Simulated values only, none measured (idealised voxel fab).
You're looking at the process module voxel released beams.
This is section cut - it's 200 nm across, gridded in 5 nm square cells.
In what follows, cross-sections appear as grids of square cells, described through bands that run from the top down, where every band is one or more rows of cells.
Basically the band line says how high the top is and how high the bottom is, in nm, and then what's in it from left to right, every material with its width in nm. Empty space shows up as "blank", and if a single material carries "all across" it runs the full band edge to edge.
Heights from 0 (as-received wafer is one material below). Bottom band endless downward, as "top 0, no bottom".
Width spec "30..40" -> top row of cells at first value, bottom row at second value, equal per-row change in between.
"nothing different" means the step left every cell of the cross-section as it was.
"Fully closed voids" lists enclosed empty spaces (at least 8 cells, no open path upward to the top), each as width x height at distance from the left edge, in nm.
Formally, on a step line, whatever follows the settings is a remark that the simulator itself makes on the step.
On any step carrying a mask, the "overlay nm" setting, if present on the step's line, tells how far right of its planned place the mask lay; negative values point to the left.
-- Process steps foreseen in the plan
1,RECEIVE | material Si
2,CONFORMAL_DEP | material SiN | thk nm 5
3,DIRECTIONAL_DEP | material SiO2 | thk nm 20
4,DIRECTIONAL_DEP | material aC | thk nm 15
5,PATTERN | tone open | mask id ANCHOR | material resist | width nm 35 | thk nm 30 | overlay nm 0
6,DIRECTIONAL_ETCH | etch materials aC | depth nm 15
7,STRIP | etch materials resist
8,DIRECTIONAL_ETCH | etch materials SiO2 | depth nm 20
9,STRIP | etch materials aC
10,CONFORMAL_DEP | material TiN | thk nm 15
11,PATTERN | tone cover | mask id BEAM | material resist | width nm 80 | thk nm 20 | overlay nm 0
12,DIRECTIONAL_ETCH | etch materials TiN | depth nm 15
13,STRIP | etch materials resist
14,STRIP | etch materials SiO2
-- Account of the first of two wafers, which was processed as intended
-- As received (post step 1): cross-section
  top 0, no bottom: Si all across
  Fully closed voids: none
-- Step 2 complete: cross-section through the wafer
  top 5, bottom 0: SiN all across
  No changes below 0.
-- Step 3 complete: cross-section through the wafer
  top 25, bottom 5: SiO2 all across
  No changes below 5.
-- Step 4 complete: cross-section through the wafer
  top 40, bottom 25: aC all across
  No changes below 25.
-- Step 5 complete: cross-section through the wafer
  top 70, bottom 40: resist=60 / blank=35 / resist=105
  No changes below 40.
-- Step 6 complete: cross-section through the wafer
  top 55, bottom 40: resist=60 / blank=35 / resist=105
  top 40, bottom 25: aC=60 / blank=35 / aC=105
  No changes below 25.
-- Step 7 complete: cross-section through the wafer
  top 40, bottom 25: aC=60 / blank=35 / aC=105
  No changes below 25.
-- Step 8 complete: cross-section through the wafer
  top 40, bottom 25: aC=60 / blank=35 / aC=105
  top 25, bottom 5: SiO2=60 / blank=35 / SiO2=105
  No changes below 5.
-- Step 9 complete: cross-section through the wafer
  top 25, bottom 5: SiO2=60 / blank=35 / SiO2=105
  No changes below 5.
-- Step 10 complete: cross-section through the wafer
  top 40, bottom 25: TiN=75 / blank=5 / TiN=120
  top 25, bottom 20: SiO2=60 / TiN=15 / blank=5 / TiN=15 / SiO2=105
  top 20, bottom 5: SiO2=60 / TiN=35 / SiO2=105
  No changes below 5.
-- Step 11 complete: cross-section through the wafer
  top 60, bottom 40: blank=55 / resist=80 / blank=65
  top 40, bottom 25: TiN=75 / resist=5 / TiN=120
  top 25, bottom 20: SiO2=60 / TiN=15 / resist=5 / TiN=15 / SiO2=105
  No changes below 20.
-- Step 12 complete: cross-section through the wafer
  top 60, bottom 40: blank=55 / resist=80 / blank=65
  top 40, bottom 25: blank=55 / TiN=20 / resist=5 / TiN=55 / blank=65
  No changes below 25.
-- Step 13 complete: cross-section through the wafer
  top 40, bottom 25: blank=55 / TiN=20 / blank=5 / TiN=55 / blank=65
  top 25, bottom 20: SiO2=60 / TiN=15 / blank=5 / TiN=15 / SiO2=105
  No changes below 20.
-- Step 14 complete: cross-section through the wafer
  top 40, bottom 25: blank=55 / TiN=20 / blank=5 / TiN=55 / blank=65
  top 25, bottom 20: blank=60 / TiN=15 / blank=5 / TiN=15 / blank=105
  top 20, bottom 5: blank=60 / TiN=35 / blank=105
  No changes below 5.
-- Second wafer: same start and same plan as the first, one execution error; identical to the first through step 4
-- Cross-sectional representation of the second wafer at the time designated in the plan for the completion of step 5
  top 70, bottom 40: resist=55 / blank=45 / resist=100
  No changes below 40.
-- Cross-sectional representation of the second wafer at the time designated in the plan for the completion of step 6
  top 55, bottom 40: resist=55 / blank=45 / resist=100
  top 40, bottom 25: aC=55 / blank=45 / aC=100
  No changes below 25.
-- Cross-sectional representation of the second wafer at the time designated in the plan for the completion of step 7
  top 40, bottom 25: aC=55 / blank=45 / aC=100
  No changes below 25.
-- Cross-sectional representation of the second wafer at the time designated in the plan for the completion of step 8
  top 40, bottom 25: aC=55 / blank=45 / aC=100
  top 25, bottom 5: SiO2=55 / blank=45 / SiO2=100
  No changes below 5.
-- Cross-sectional representation of the second wafer at the time designated in the plan for the completion of step 9
  top 25, bottom 5: SiO2=55 / blank=45 / SiO2=100
  No changes below 5.
-- Cross-sectional representation of the second wafer at the time designated in the plan for the completion of step 10
  top 40, bottom 25: TiN=70 / blank=15 / TiN=115
  top 25, bottom 20: SiO2=55 / TiN=15 / blank=15 / TiN=15 / SiO2=100
  top 20, bottom 5: SiO2=55 / TiN=45 / SiO2=100
  No changes below 5.
-- Cross-sectional representation of the second wafer at the time designated in the plan for the completion of step 11
  top 60, bottom 40: blank=55 / resist=80 / blank=65
  top 40, bottom 25: TiN=70 / resist=15 / TiN=115
  top 25, bottom 20: SiO2=55 / TiN=15 / resist=15 / TiN=15 / SiO2=100
  No changes below 20.
-- Cross-sectional representation of the second wafer at the time designated in the plan for the completion of step 12
  top 60, bottom 40: blank=55 / resist=80 / blank=65
  top 40, bottom 25: blank=55 / TiN=15 / resist=15 / TiN=50 / blank=65
  No changes below 25.
-- Cross-sectional representation of the second wafer at the time designated in the plan for the completion of step 13
  top 40, bottom 25: blank=55 / TiN=15 / blank=15 / TiN=50 / blank=65
  top 25, bottom 20: SiO2=55 / TiN=15 / blank=15 / TiN=15 / SiO2=100
  No changes below 20.
-- Cross-sectional representation of the second wafer at the time designated in the plan for the completion of step 14
  top 40, bottom 25: blank=55 / TiN=15 / blank=15 / TiN=50 / blank=65
  top 25, bottom 20: blank=55 / TiN=15 / blank=15 / TiN=15 / blank=100
  top 20, bottom 5: blank=55 / TiN=45 / blank=100
  No changes below 5.
What broke from the plan during processing? step 5 changed vs plan, executed as PATTERN | tone open | mask id ANCHOR | material resist | width nm 45 | thk nm 30 | overlay nm 0
at the end the second wafer has, in cells: as many of each material as the first, in other places
